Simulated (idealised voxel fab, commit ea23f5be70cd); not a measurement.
Process module name: voxel transistor to metal
It is cross-section cut that appears here, measuring 200 nm in width, its square cells being 5 nm in size.
Square cells in a grid make up a cross-section in this document, and the grid is given as bands, listed from the top down, each one or more rows of cells.
What a band's entry tells you: where the top is and where the bottom is, as heights in nm, and after that what lies inside, material by material from left to right, each with its width in nm. Empty space is written as the word "air", and a single material marked with the word "full width" occupies the band from edge to edge.
Ref level 0: as-received wafer is one material below here. Bottom band extends down with no lower bound ("0..down").
A width given as "30..40" starts at the first number in the band's top row and ends at the second number in its bottom row, shifting by an equal amount at every step from row to row.
Key: "nothing got changed" - step with no changed cell in the cross-section.
"Sealed-off cavities" lists enclosed empty spaces (at least 8 cells, no open path upward to the top), each as width x height at distance from the left edge, in nm.
Whatever follows a step's settings on its line is a remark the simulator itself makes about that step.
overlay nm: for a step with a mask, the amount by which the mask lay right of where it was planned; a negative amount means left of it.
## Process steps foreseen in the plan
1) RECEIVE [material Si]
2) CONFORMAL_DEP [material SiO2] [thk nm 5]
3) CONFORMAL_DEP [material SiN] [thk nm 15]
4) MASKED_ETCH [tone cover] [mask id ACTIVE] [width nm 115] [etch materials SiN] [depth nm 15] [overlay nm 0]
5) MASKED_ETCH [tone cover] [mask id ACTIVE] [width nm 115] [etch materials SiO2] [depth nm 5] [overlay nm 0]
6) MASKED_ETCH [tone cover] [mask id ACTIVE] [width nm 115] [etch materials Si] [depth nm 20] [overlay nm 0]
7) FILL_DEP [material SiO2] [thk nm 15]
8) CMP [height nm 20]
9) SELECTIVE_ETCH [etch materials SiO2] [depth nm 10]
10) STRIP [etch materials SiN]
11) SELECTIVE_ETCH [etch materials SiO2] [depth nm 5]
12) OXIDIZE [depth nm 5]
13) DIRECTIONAL_DEP [material polySi] [thk nm 25]
14) DIRECTIONAL_DEP [material SiCN] [thk nm 10]
15) MASKED_ETCH [tone cover] [mask id GATE] [width nm 25] [etch materials SiCN] [depth nm 20] [overlay nm 0]
16) MASKED_ETCH [tone cover] [mask id GATE] [width nm 25] [etch materials polySi] [depth nm 35] [overlay nm 0]
17) CONFORMAL_DEP [material SiN] [thk nm 10]
18) DIRECTIONAL_ETCH [etch materials SiN] [depth nm 10]
19) DIRECTIONAL_ETCH [etch materials SiO2] [depth nm 5]
20) EPI [material SiGe] [thk nm 5]
21) FILL_DEP [material SiO2] [thk nm 5]
22) CMP [height nm 35]
23) DIRECTIONAL_DEP [material SiO2] [thk nm 10]
24) PATTERN [tone open] [mask id CONTACT] [material resist] [width nm 20] [pitch nm 85] [thk nm 15] [overlay nm 0]
25) DIRECTIONAL_ETCH [etch materials SiO2] [depth nm 45]
26) STRIP [etch materials resist]
27) CONFORMAL_DEP [material TiN] [thk nm 5]
28) FILL_DEP [material W] [thk nm 10]
29) CMP [height nm 45]
30) DIRECTIONAL_DEP [material TiN] [thk nm 5]
31) DIRECTIONAL_DEP [material Ru] [thk nm 20]
32) DIRECTIONAL_DEP [material aC] [thk nm 10]
33) PATTERN [tone cover] [mask id METAL_1] [material resist] [width nm 20] [pitch nm 85] [thk nm 25] [overlay nm 0]
34) DIRECTIONAL_ETCH [etch materials aC] [depth nm 10]
35) STRIP [etch materials resist]
36) DIRECTIONAL_ETCH [etch materials Ru] [depth nm 20]
37) DIRECTIONAL_ETCH [etch materials TiN] [depth nm 5]
38) STRIP [etch materials aC]
39) CONFORMAL_DEP [material SiN] [thk nm 5]
40) FILL_DEP [material SiO2] [thk nm 5]
41) CMP [height nm 70]
42) CONFORMAL_DEP [material SiCN] [thk nm 5]
## First wafer out of two, processed as planned
## Received-state cross-section, reflecting completion of step 1
* 0..down | Si full width
* Sealed-off cavities: none
## Wafer section view after processing step 2
* 5..0 | SiO2 full width
* Everything under 0 stays put, no change at all.
## Wafer section view after processing step 3
* 20..5 | SiN full width
* Everything under 5 stays put, no change at all.
## Wafer section view after processing step 4
* 20..5 | air (40) | SiN (115) | air (45)
* Everything under 5 stays put, no change at all.
## Wafer section view after processing step 5
* 20..5 | air (40) | SiN (115) | air (45)
* 5..0 | air (40) | SiO2 (115) | air (45)
* Everything under 0 stays put, no change at all.
## Wafer section view after processing step 6
* 20..5 | air (40) | SiN (115) | air (45)
* 5..0 | air (40) | SiO2 (115) | air (45)
* 0..-20 | air (40) | Si (115) | air (45)
* Everything under -20 stays put, no change at all.
## Wafer section view after processing step 7
* 35..20 | SiO2 full width
* 20..5 | SiO2 (40) | SiN (115) | SiO2 (45)
* 5..0 | SiO2 full width
* 0..-20 | SiO2 (40) | Si (115) | SiO2 (45)
* Everything under -20 stays put, no change at all.
## Wafer section view after processing step 8
* 20..5 | SiO2 (40) | SiN (115) | SiO2 (45)
* Everything under 5 stays put, no change at all.
## Wafer section view after processing step 9
* 20..10 | air (40) | SiN (115) | air (45)
* Everything under 10 stays put, no change at all.
## Wafer section view after processing step 10
* 10..5 | SiO2 (40) | air (115) | SiO2 (45)
* Everything under 5 stays put, no change at all.
## Wafer section view after processing step 11
* 5..0 | SiO2 (35) | air (125) | SiO2 (40)
* Everything under 0 stays put, no change at all.
## Wafer section view after processing step 12
* 5..0 | SiO2 (35) | air (125) | SiO2 (40)
* 0..-5 | SiO2 full width
* Everything under -5 stays put, no change at all.
## Wafer section view after processing step 13
* 30..25 | polySi (35) | air (125) | polySi (40)
* 25..5 | polySi full width
* 5..0 | SiO2 (35) | polySi (125) | SiO2 (40)
* Everything under 0 stays put, no change at all.
## Wafer section view after processing step 14
* 40..35 | SiCN (35) | air (125) | SiCN (40)
* 35..30 | SiCN full width
* 30..25 | polySi (35) | SiCN (125) | polySi (40)
* Everything under 25 stays put, no change at all.
## Wafer section view after processing step 15
* 35..30 | air (85) | SiCN (25) | air (90)
* 30..25 | polySi (35) | air (50) | SiCN (25) | air (50) | polySi (40)
* Everything under 25 stays put, no change at all.
## Wafer section view after processing step 16
* 35..25 | air (85) | SiCN (25) | air (90)
* 25..5 | air (85) | polySi (25) | air (90)
* 5..0 | SiO2 (35) | air (50) | polySi (25) | air (50) | SiO2 (40)
* Everything under 0 stays put, no change at all.
## Wafer section view after processing step 17
* 45..35 | air (75) | SiN (45) | air (80)
* 35..25 | air (75) | SiN (10) | SiCN (25) | SiN (10) | air (80)
* 25..15 | air (75) | SiN (10) | polySi (25) | SiN (10) | air (80)
* 15..10 | SiN (45) | air (30) | SiN (10) | polySi (25) | SiN (10) | air (30) | SiN (50)
* 10..5 | SiN (85) | polySi (25) | SiN (90)
* 5..0 | SiO2 (35) | SiN (50) | polySi (25) | SiN (50) | SiO2 (40)
* Everything under 0 stays put, no change at all.
## Wafer section view after processing step 18
* 35..25 | air (75) | SiN (10) | SiCN (25) | SiN (10) | air (80)
* 25..5 | air (75) | SiN (10) | polySi (25) | SiN (10) | air (80)
* 5..0 | SiO2 (35) | SiN (10) | air (30) | SiN (10) | polySi (25) | SiN (10) | air (30) | SiN (10) | SiO2 (40)
* Everything under 0 stays put, no change at all.
## Wafer section view after processing step 19
* 35..25 | air (75) | SiN (10) | SiCN (25) | SiN (10) | air (80)
* 25..5 | air (75) | SiN (10) | polySi (25) | SiN (10) | air (80)
* 5..0 | air (35) | SiN (10) | air (30) | SiN (10) | polySi (25) | SiN (10) | air (30) | SiN (10) | air (40)
* 0..-5 | SiO2 (45) | air (30) | SiO2 (45) | air (30) | SiO2 (50)
* Everything under -5 stays put, no change at all.
## Wafer section view after processing step 20
* 35..25 | air (75) | SiN (10) | SiCN (25) | SiN (10) | air (80)
* 25..5 | air (75) | SiN (10) | polySi (25) | SiN (10) | air (80)
* 5..0 | air (35) | SiN (10) | air (30) | SiN (10) | polySi (25) | SiN (10) | air (30) | SiN (10) | air (40)
* 0..-5 | SiO2 (45) | SiGe (30) | SiO2 (45) | SiGe (30) | SiO2 (50)
* Everything under -5 stays put, no change at all.
## Wafer section view after processing step 21
* 40..35 | SiO2 full width
* 35..25 | SiO2 (75) | SiN (10) | SiCN (25) | SiN (10) | SiO2 (80)
* 25..5 | SiO2 (75) | SiN (10) | polySi (25) | SiN (10) | SiO2 (80)
* 5..0 | SiO2 (35) | SiN (10) | SiO2 (30) | SiN (10) | polySi (25) | SiN (10) | SiO2 (30) | SiN (10) | SiO2 (40)
* Everything under 0 stays put, no change at all.
## Wafer section view after processing step 22
* 35..25 | SiO2 (75) | SiN (10) | SiCN (25) | SiN (10) | SiO2 (80)
* Everything under 25 stays put, no change at all.
## Wafer section view after processing step 23
* 45..35 | SiO2 full width
* Everything under 35 stays put, no change at all.
## Wafer section view after processing step 24
* 60..45 | resist (45) | air (20) | resist (65) | air (20) | resist (50)
* Everything under 45 stays put, no change at all.
## Wafer section view after processing step 25
* 60..45 | resist (45) | air (20) | resist (65) | air (20) | resist (50)
* 45..35 | SiO2 (45) | air (20) | SiO2 (65) | air (20) | SiO2 (50)
* 35..25 | SiO2 (45) | air (20) | SiO2 (10) | SiN (10) | SiCN (25) | SiN (10) | SiO2 (10) | air (20) | SiO2 (50)
* 25..5 | SiO2 (45) | air (20) | SiO2 (10) | SiN (10) | polySi (25) | SiN (10) | SiO2 (10) | air (20) | SiO2 (50)
* 5..0 | SiO2 (35) | SiN (10) | air (20) | SiO2 (10) | SiN (10) | polySi (25) | SiN (10) | SiO2 (10) | air (20) | SiN (10) | SiO2 (40)
* Everything under 0 stays put, no change at all.
## Wafer section view after processing step 26
* 45..35 | SiO2 (45) | air (20) | SiO2 (65) | air (20) | SiO2 (50)
* Everything under 35 stays put, no change at all.
## Wafer section view after processing step 27
* 50..45 | TiN (50) | air (10) | TiN (75) | air (10) | TiN (55)
* 45..35 | SiO2 (45) | TiN (5) | air (10) | TiN (5) | SiO2 (65) | TiN (5) | air (10) | TiN (5) | SiO2 (50)
* 35..25 | SiO2 (45) | TiN (5) | air (10) | TiN (5) | SiO2 (10) | SiN (10) | SiCN (25) | SiN (10) | SiO2 (10) | TiN (5) | air (10) | TiN (5) | SiO2 (50)
* 25..5 | SiO2 (45) | TiN (5) | air (10) | TiN (5) | SiO2 (10) | SiN (10) | polySi (25) | SiN (10) | SiO2 (10) | TiN (5) | air (10) | TiN (5) | SiO2 (50)
* 5..0 | SiO2 (35) | SiN (10) | TiN (20) | SiO2 (10) | SiN (10) | polySi (25) | SiN (10) | SiO2 (10) | TiN (20) | SiN (10) | SiO2 (40)
* Everything under 0 stays put, no change at all.
## Wafer section view after processing step 28
* 60..50 | W full width
* 50..45 | TiN (50) | W (10) | TiN (75) | W (10) | TiN (55)
* 45..35 | SiO2 (45) | TiN (5) | W (10) | TiN (5) | SiO2 (65) | TiN (5) | W (10) | TiN (5) | SiO2 (50)
* 35..25 | SiO2 (45) | TiN (5) | W (10) | TiN (5) | SiO2 (10) | SiN (10) | SiCN (25) | SiN (10) | SiO2 (10) | TiN (5) | W (10) | TiN (5) | SiO2 (50)
* 25..5 | SiO2 (45) | TiN (5) | W (10) | TiN (5) | SiO2 (10) | SiN (10) | polySi (25) | SiN (10) | SiO2 (10) | TiN (5) | W (10) | TiN (5) | SiO2 (50)
* Everything under 5 stays put, no change at all.
## Wafer section view after processing step 29
* 45..35 | SiO2 (45) | TiN (5) | W (10) | TiN (5) | SiO2 (65) | TiN (5) | W (10) | TiN (5) | SiO2 (50)
* Everything under 35 stays put, no change at all.
## Wafer section view after processing step 30
* 50..45 | TiN full width
* Everything under 45 stays put, no change at all.
## Wafer section view after processing step 31
* 70..50 | Ru full width
* Everything under 50 stays put, no change at all.
## Wafer section view after processing step 32
* 80..70 | aC full width
* Everything under 70 stays put, no change at all.
## Wafer section view after processing step 33
* 105..80 | air (45) | resist (20) | air (65) | resist (20) | air (50)
* Everything under 80 stays put, no change at all.
## Wafer section view after processing step 34
* 95..80 | air (45) | resist (20) | air (65) | resist (20) | air (50)
* 80..70 | air (45) | aC (20) | air (65) | aC (20) | air (50)
* Everything under 70 stays put, no change at all.
## Wafer section view after processing step 35
* 80..70 | air (45) | aC (20) | air (65) | aC (20) | air (50)
* Everything under 70 stays put, no change at all.
## Wafer section view after processing step 36
* 80..70 | air (45) | aC (20) | air (65) | aC (20) | air (50)
* 70..50 | air (45) | Ru (20) | air (65) | Ru (20) | air (50)
* Everything under 50 stays put, no change at all.
## Wafer section view after processing step 37
* 80..70 | air (45) | aC (20) | air (65) | aC (20) | air (50)
* 70..50 | air (45) | Ru (20) | air (65) | Ru (20) | air (50)
* 50..45 | air (45) | TiN (20) | air (65) | TiN (20) | air (50)
* Everything under 45 stays put, no change at all.
## Wafer section view after processing step 38
* 70..50 | air (45) | Ru (20) | air (65) | Ru (20) | air (50)
* Everything under 50 stays put, no change at all.
## Wafer section view after processing step 39
* 75..70 | air (40) | SiN (30) | air (55) | SiN (30) | air (45)
* 70..50 | air (40) | SiN (5) | Ru (20) | SiN (5) | air (55) | SiN (5) | Ru (20) | SiN (5) | air (45)
* 50..45 | SiN (45) | TiN (20) | SiN (65) | TiN (20) | SiN (50)
* Everything under 45 stays put, no change at all.
## Wafer section view after processing step 40
* 80..75 | SiO2 full width
* 75..70 | SiO2 (40) | SiN (30) | SiO2 (55) | SiN (30) | SiO2 (45)
* 70..50 | SiO2 (40) | SiN (5) | Ru (20) | SiN (5) | SiO2 (55) | SiN (5) | Ru (20) | SiN (5) | SiO2 (45)
* Everything under 50 stays put, no change at all.
## Wafer section view after processing step 41
* 70..50 | SiO2 (40) | SiN (5) | Ru (20) | SiN (5) | SiO2 (55) | SiN (5) | Ru (20) | SiN (5) | SiO2 (45)
* Everything under 50 stays put, no change at all.
## Wafer section view after processing step 42
* 75..70 | SiCN full width
* Everything under 70 stays put, no change at all.
## Second wafer. Start and plan as for the first. One mistake made in running. Agrees with the first up to and including step 38
## Second wafer cross-section, taken as of the time the plan sets for step 39 to be done
* 75..70 | air (40) | SiCN (30) | air (55) | SiCN (30) | air (45)
* 70..50 | air (40) | SiCN (5) | Ru (20) | SiCN (5) | air (55) | SiCN (5) | Ru (20) | SiCN (5) | air (45)
* 50..45 | SiCN (45) | TiN (20) | SiCN (65) | TiN (20) | SiCN (50)
* Everything under 45 stays put, no change at all.
## Second wafer cross-section, taken as of the time the plan sets for step 40 to be done
* 80..75 | SiO2 full width
* 75..70 | SiO2 (40) | SiCN (30) | SiO2 (55) | SiCN (30) | SiO2 (45)
* 70..50 | SiO2 (40) | SiCN (5) | Ru (20) | SiCN (5) | SiO2 (55) | SiCN (5) | Ru (20) | SiCN (5) | SiO2 (45)
* Everything under 50 stays put, no change at all.
## Second wafer cross-section, taken as of the time the plan sets for step 41 to be done
* 70..50 | SiO2 (40) | SiCN (5) | Ru (20) | SiCN (5) | SiO2 (55) | SiCN (5) | Ru (20) | SiCN (5) | SiO2 (45)
* Everything under 50 stays put, no change at all.
## Second wafer cross-section, taken as of the time the plan sets for step 42 to be done
* 75..70 | SiCN full width
* Everything under 70 stays put, no change at all.
what went wrong: in deviation from the planned setting, step 39 was conducted as CONFORMAL_DEP [material SiCN] [thk nm 5]
The second wafer ends with more or fewer cells of some materials than the first, per final count: SiCN +48; SiN -48
